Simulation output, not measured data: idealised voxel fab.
voxel transistor to metal: a process module
cross-section cut | 140 nm wide | cells 5 nm
Think of the cross-section as a grid of square cells. We describe it in bands, top to bottom, and each band covers one or more rows of those cells. In this notation a band is specified by the heights of its top and bottom, in that order and in nm, after which its materials appear from left to right, each paired with its width in nm. The word "throughout" attached to a single material means that material fills the band from edge to edge; the word "blank" stands for empty space. Zero point of the height axis is 0; under it, received wafer = one material. Lowest band: continues down indefinitely, "0 down". Width spec "30->40" -> top row of cells at first value, bottom row at second value, equal per-row change in between. The designation "everything unchanged", where it is given for a processing step, indicates that no cell of the cross-section was altered in the course of that step. Any empty space of 8 cells or more lacking an open way to the top shows up in "Closed cavities" as width x height at distance, distance from the left edge, in nm. Text after the settings on a step's line: the simulator's own remark on that step. The setting "overlay nm" may be written on the line of a step. When the step uses a mask, the value reports how far to the right of the planned place the mask lay, and a negative value reports that it lay to the left.
### Below is the list of planned process steps
1) RECEIVE with material Si
2) OXIDIZE with depth nm 5
3) CONFORMAL_DEP with material SiN, thk nm 15
4) DIRECTIONAL_DEP with material aC, thk nm 15
5) PATTERN with tone cover, mask id ACTIVE, material resist, width nm 105, thk nm 30, overlay nm 0
6) DIRECTIONAL_ETCH with etch materials aC, depth nm 15
7) STRIP with etch materials resist
8) DIRECTIONAL_ETCH with etch materials SiN, depth nm 15
9) DIRECTIONAL_ETCH with etch materials SiO2, depth nm 5
10) DIRECTIONAL_ETCH with etch materials Si, depth nm 20
11) STRIP with etch materials aC
12) OXIDIZE with depth nm 5
13) FILL_DEP with material SiO2, thk nm 5
14) CMP with height nm 15
15) SELECTIVE_ETCH with etch materials SiO2, depth nm 10
16) STRIP with etch materials SiN
17) SELECTIVE_ETCH with etch materials SiO2, depth nm 5
18) OXIDIZE with depth nm 5
19) DIRECTIONAL_DEP with material polySi, thk nm 30
20) DIRECTIONAL_DEP with material SiCN, thk nm 15
21) PATTERN with tone cover, mask id GATE, material resist, width nm 25, thk nm 20, overlay nm 0
22) DIRECTIONAL_ETCH with etch materials SiCN, depth nm 25
23) DIRECTIONAL_ETCH with etch materials polySi, depth nm 40
24) STRIP with etch materials resist
25) CONFORMAL_DEP with material SiN, thk nm 5
26) DIRECTIONAL_ETCH with etch materials SiN, depth nm 5
27) DIRECTIONAL_ETCH with etch materials SiO2, depth nm 5
28) DIRECTIONAL_ETCH with etch materials Si, depth nm 15
29) EPI with material nSi, thk nm 15
30) FILL_DEP with material SiO2, thk nm 5
31) CMP with height nm 40
32) DIRECTIONAL_DEP with material SiO2, thk nm 10
33) MASKED_ETCH with tone open, mask id CONTACT, width nm 20, pitch nm 75, etch materials SiO2, depth nm 60, overlay nm 0
34) CONFORMAL_DEP with material TiN, thk nm 5
35) FILL_DEP with material Ru, thk nm 5
36) CMP with height nm 50
37) DIRECTIONAL_DEP with material TiN, thk nm 5
38) DIRECTIONAL_DEP with material Ru, thk nm 20
39) DIRECTIONAL_DEP with material aC, thk nm 15
40) PATTERN with tone cover, mask id METAL_1, material resist, width nm 20, pitch nm 75, thk nm 35, overlay nm 0
41) DIRECTIONAL_ETCH with etch materials aC, depth nm 15
42) STRIP with etch materials resist
43) DIRECTIONAL_ETCH with etch materials Ru, depth nm 20
44) DIRECTIONAL_ETCH with etch materials TiN, depth nm 5
45) STRIP with etch materials aC
46) CONFORMAL_DEP with material SiCN, thk nm 5
47) FILL_DEP with material lowk, thk nm 10
48) CMP with height nm 75
49) CONFORMAL_DEP with material SiN, thk nm 5
### Received-state cross-section, reflecting completion of step 1
0 down = Si throughout
Closed cavities: none
### The following cross-section depicts the wafer upon conclusion of the module. Processing commenced from the starting condition illustrated above and adhered to the plan illustrated above, save for one mistake in execution
80 to 75 = SiN throughout
75 to 55 = 15 lowk; 5 SiCN; 20 Ru; 5 SiCN; 45 lowk; 5 SiCN; 20 Ru; 5 SiCN; 20 lowk
55 to 50 = 20 SiCN; 20 TiN; 55 SiCN; 20 TiN; 25 SiCN
50 to 40 = 20 SiO2; 5 TiN; 10 Ru; 5 TiN; 55 SiO2; 5 TiN; 10 Ru; 5 TiN; 25 SiO2
40 to 25 = 20 SiO2; 5 TiN; 10 Ru; 5 TiN; 10 SiO2; 5 SiN; 25 SiCN; 5 SiN; 10 SiO2; 5 TiN; 10 Ru; 5 TiN; 25 SiO2
25 to 15 = 20 SiO2; 5 TiN; 10->5 Ru; 5->10 TiN; 10 SiO2; 5 SiN; 25 polySi; 5 SiN; 10 SiO2; 5->10 TiN; 10->5 Ru; 5 TiN; 25 SiO2
15 to 5 = 20 SiO2; 5 TiN; 5 Ru; 5 TiN; 15 SiO2; 5 SiN; 25 polySi; 5 SiN; 15 SiO2; 5 TiN; 5 Ru; 5 TiN; 25 SiO2
5 to 0 = 20 SiO2; 15 TiN; 15 nSi; 5 SiN; 25 polySi; 5 SiN; 15 nSi; 15 TiN; 25 SiO2
0 to -5 = 10 SiO2; 5 SiN; 20 SiO2; 15 nSi; 5 SiN; 25 polySi; 5 SiN; 15 nSi; 20 SiO2; 5 SiN; 15 SiO2
-5 to -10 = 35 SiO2; 15 nSi; 35 SiO2; 15 nSi; 40 SiO2
-10 to -25 = 20 SiO2; 30 nSi; 35 Si; 30 nSi; 25 SiO2
-25 to -30 = 20 SiO2; 95 Si; 25 SiO2
-30 down = Si throughout
Closed cavities: none
So what did we get wrong on this run? the intended sequence of steps 32 and 33 was reversed during processing, with each occupying the position of the other
